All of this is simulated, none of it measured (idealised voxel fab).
Process module in this document: voxel quadruple lines
We display cut, a cross-section 235 nm in width whose square cells are each 5 nm.
A cross-section is written here as square cells arranged in a grid, and it is given in bands from the top down, each band taking up one or more rows of cells.
Basically the band line says how high the top is and how high the bottom is, in nm, and then what's in it from left to right, every material with its width in nm. Empty space shows up as "blank", and if a single material carries "all across" it runs the full band edge to edge.
Height 0 is the level under which the wafer as received is all one material. The lowest band goes on downwards, as in "0..down".
When a width is written as two numbers, as in "30..40", the first number is the width in the top row of cells of the band and the second is the width in its bottom row, and the width changes by the same amount from each row to the next.
Reading "no modification" for a step: not a cell of the cross-section changed in it.
What "Closed void roster" gives you is every empty space of 8 cells or more that is cut off from the top. Each appears as width x height at distance, with the distance taken from the left edge and width, height and distance all in nm.
Formally, on a step line, whatever follows the settings is a remark that the simulator itself makes on the step.
"overlay nm" answers the question of how far to the right of plan the mask lay on a step that has a mask, and when it is negative the answer is to the left.
-- The steps planned for the process are as follows
1 RECEIVE | material Si
2 CONFORMAL_DEP | material SiO2 | thk nm 5
3 DIRECTIONAL_DEP | material Ru | thk nm 15
4 DIRECTIONAL_DEP | material polySi | thk nm 15
5 DIRECTIONAL_DEP | material aC | thk nm 25
6 PATTERN | tone cover | mask id MANDREL | material resist | width nm 25 | pitch nm 80 | thk nm 35 | overlay nm 0
7 DIRECTIONAL_ETCH | etch materials aC | depth nm 25
8 STRIP | etch materials resist
9 CONFORMAL_DEP | material SiO2 | thk nm 15
10 DIRECTIONAL_ETCH | etch materials SiO2 | depth nm 5
11 STRIP | etch materials aC
12 DIRECTIONAL_ETCH | etch materials polySi | depth nm 15
13 STRIP | etch materials SiO2
14 CONFORMAL_DEP | material SiCN | thk nm 5
15 DIRECTIONAL_ETCH | etch materials SiCN | depth nm 5
16 STRIP | etch materials polySi
17 DIRECTIONAL_ETCH | etch materials Ru | depth nm 15
18 STRIP | etch materials SiCN
varied across the wafers: depth nm of step 10. The plan shows the first wafer's value. All wafers start alike
-- First wafer of several, as received: cross-section after step 1
> 0..down = Si all across
> Closed void roster: none
-- Take any row and you have a wafer at the end of the module: how many cells of each material it has gained (+) or lost (-) since it was received, and then its closed voids
depth nm 5; +47 SiO2; Closed void roster: none
depth nm 10; +47 SiO2; Closed void roster: none
depth nm 15; +24 Ru; +47 SiO2; Closed void roster: none
depth nm 20; +24 Ru; +47 SiO2; Closed void roster: none
depth nm 25; +24 Ru; +47 SiO2; Closed void roster: none
depth nm 30; +24 Ru; +47 SiO2; Closed void roster: none
